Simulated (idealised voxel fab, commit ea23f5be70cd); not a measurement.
A process module follows: voxel fin reveal.
Cross-section cut spans 295 nm and uses square cells 5 nm in size.
Cross-section, as written here: a square-cell grid given band by band from the top down, where a band holds one or more rows of cells. Top, bottom (nm), then materials left to right with widths (nm); lone material tagged "full width" fills the whole band edge to edge; "blank" = empty space. All heights in this document are referenced to 0, defined as the level beneath which the wafer, as received, consists entirely of one material. The lowest band is not bounded below; it extends indefinitely downward and is written in the form "0 nm and below". You'd read "30->40" like this: the band's top row of cells is as wide as the first number, its bottom row is as wide as the second, and going down, every row changes width by the same amount as the row before did. No cell of the cross-section changed in a step that is given as "nothing different". "Sealed voids": empty spaces of 8 cells or more with no open way to the top, each given as width x height at distance, distance from the left edge, all in nm. after a step's settings: what the simulator itself notes on the step. If you see "overlay nm" on a step's line and that step has a mask, it's telling you how far right of where it was planned the mask ended up; a negative number means it went left instead.
## The process steps that were planned are listed below
1. RECEIVE, material Si
2. CONFORMAL_DEP, material SiN, thk nm 5
3. PATTERN, tone cover, mask id FINS, material resist, width nm 15, pitch nm 40, thk nm 15, overlay nm 0
4. DIRECTIONAL_ETCH, etch materials SiN, depth nm 5
5. DIRECTIONAL_ETCH, etch materials Si, depth nm 40
6. STRIP, etch materials resist
7. FILL_DEP, material SiO2, thk nm 5
8. CMP, height nm 5
9. SELECTIVE_ETCH, etch materials SiO2, depth nm 30
10. STRIP, etch materials SiN
11. CONFORMAL_DEP, material SiO2, thk nm 5
## First wafer of two (run as planned)
## Cross-section of the wafer upon arrival, representing the state reached after step 1
* 0 nm and below  Si full width
* Sealed voids: none
## Wafer section view after processing step 2
* 5 nm to 0 nm  SiN full width
* Everything under 0 stays put, no change at all.
## Wafer section view after processing step 3
* 20 nm to 5 nm  80 blank | 15 resist | 25 blank | 15 resist | 25 blank | 15 resist | 25 blank | 15 resist | 80 blank
* Everything under 5 stays put, no change at all.
## Wafer section view after processing step 4
* 20 nm to 5 nm  80 blank | 15 resist | 25 blank | 15 resist | 25 blank | 15 resist | 25 blank | 15 resist | 80 blank
* 5 nm to 0 nm  80 blank | 15 SiN | 25 blank | 15 SiN | 25 blank | 15 SiN | 25 blank | 15 SiN | 80 blank
* Everything under 0 stays put, no change at all.
## Wafer section view after processing step 5
* 20 nm to 5 nm  80 blank | 15 resist | 25 blank | 15 resist | 25 blank | 15 resist | 25 blank | 15 resist | 80 blank
* 5 nm to 0 nm  80 blank | 15 SiN | 25 blank | 15 SiN | 25 blank | 15 SiN | 25 blank | 15 SiN | 80 blank
* 0 nm to -40 nm  80 blank | 15 Si | 25 blank | 15 Si | 25 blank | 15 Si | 25 blank | 15 Si | 80 blank
* Everything under -40 stays put, no change at all.
## Wafer section view after processing step 6
* 5 nm to 0 nm  80 blank | 15 SiN | 25 blank | 15 SiN | 25 blank | 15 SiN | 25 blank | 15 SiN | 80 blank
* Everything under 0 stays put, no change at all.
## Wafer section view after processing step 7
* 10 nm to 5 nm  SiO2 full width
* 5 nm to 0 nm  80 SiO2 | 15 SiN | 25 SiO2 | 15 SiN | 25 SiO2 | 15 SiN | 25 SiO2 | 15 SiN | 80 SiO2
* 0 nm to -40 nm  80 SiO2 | 15 Si | 25 SiO2 | 15 Si | 25 SiO2 | 15 Si | 25 SiO2 | 15 Si | 80 SiO2
* Everything under -40 stays put, no change at all.
## Wafer section view after processing step 8
* 5 nm to 0 nm  80 SiO2 | 15 SiN | 25 SiO2 | 15 SiN | 25 SiO2 | 15 SiN | 25 SiO2 | 15 SiN | 80 SiO2
* Everything under 0 stays put, no change at all.
## Wafer section view after processing step 9
* 5 nm to 0 nm  80 blank | 15 SiN | 25 blank | 15 SiN | 25 blank | 15 SiN | 25 blank | 15 SiN | 80 blank
* 0 nm to -25 nm  80 blank | 15 Si | 25 blank | 15 Si | 25 blank | 15 Si | 25 blank | 15 Si | 80 blank
* Everything under -25 stays put, no change at all.
## Wafer section view after processing step 10
* 0 nm to -25 nm  80 blank | 15 Si | 25 blank | 15 Si | 25 blank | 15 Si | 25 blank | 15 Si | 80 blank
* Everything under -25 stays put, no change at all.
## Wafer section view after processing step 11
* 5 nm to 0 nm  75 blank | 25 SiO2 | 15 blank | 25 SiO2 | 15 blank | 25 SiO2 | 15 blank | 25 SiO2 | 75 blank
* 0 nm to -20 nm  75 blank | 5 SiO2 | 15 Si | 5 SiO2 | 15 blank | 5 SiO2 | 15 Si | 5 SiO2 | 15 blank | 5 SiO2 | 15 Si | 5 SiO2 | 15 blank | 5 SiO2 | 15 Si | 5 SiO2 | 75 blank
* -20 nm to -40 nm  80 SiO2 | 15 Si | 25 SiO2 | 15 Si | 25 SiO2 | 15 Si | 25 SiO2 | 15 Si | 80 SiO2
* Everything under -40 stays put, no change at all.
## Second Wafer (Identical Start and Plan, One Processing Error; Matches First Wafer Through Step 8)
## Second wafer profile in section, at the moment step 9 of the plan was meant to be complete
* 5 nm to 0 nm  80 SiO2 | 15 blank | 25 SiO2 | 15 blank | 25 SiO2 | 15 blank | 25 SiO2 | 15 blank | 80 SiO2
* Everything under 0 stays put, no change at all.
## Second wafer profile in section, at the moment step 10 of the plan was meant to be complete
* 0 nm to -25 nm  80 blank | 15 Si | 25 blank | 15 Si | 25 blank | 15 Si | 25 blank | 15 Si | 80 blank
* -25 nm to -30 nm  50 SiO2 | 30 blank | 15 Si | 25 blank | 15 Si | 25 blank | 15 Si | 25 blank | 15 Si | 30 blank | 50 SiO2
* Everything under -30 stays put, no change at all.
## Second wafer profile in section, at the moment step 11 of the plan was meant to be complete
* 5 nm to 0 nm  75 blank | 25 SiO2 | 15 blank | 25 SiO2 | 15 blank | 25 SiO2 | 15 blank | 25 SiO2 | 75 blank
* 0 nm to -20 nm  75 blank | 5 SiO2 | 15 Si | 5 SiO2 | 15 blank | 5 SiO2 | 15 Si | 5 SiO2 | 15 blank | 5 SiO2 | 15 Si | 5 SiO2 | 15 blank | 5 SiO2 | 15 Si | 5 SiO2 | 75 blank
* -20 nm to -25 nm  55 SiO2 | 20 blank | 5 SiO2 | 15 Si | 5 SiO2 | 15 blank | 5 SiO2 | 15 Si | 5 SiO2 | 15 blank | 5 SiO2 | 15 Si | 5 SiO2 | 15 blank | 5 SiO2 | 15 Si | 5 SiO2 | 20 blank | 55 SiO2
* -25 nm to -40 nm  80 SiO2 | 15 Si | 25 SiO2 | 15 Si | 25 SiO2 | 15 Si | 25 SiO2 | 15 Si | 80 SiO2
* Everything under -40 stays put, no change at all.
Which mistake was made when the wafer was run? step 9 ran in the slot meant for step 10, and vice versa
Per the end-of-run cell counts, the second wafer holds more or fewer of some materials than the first: SiO2 -17
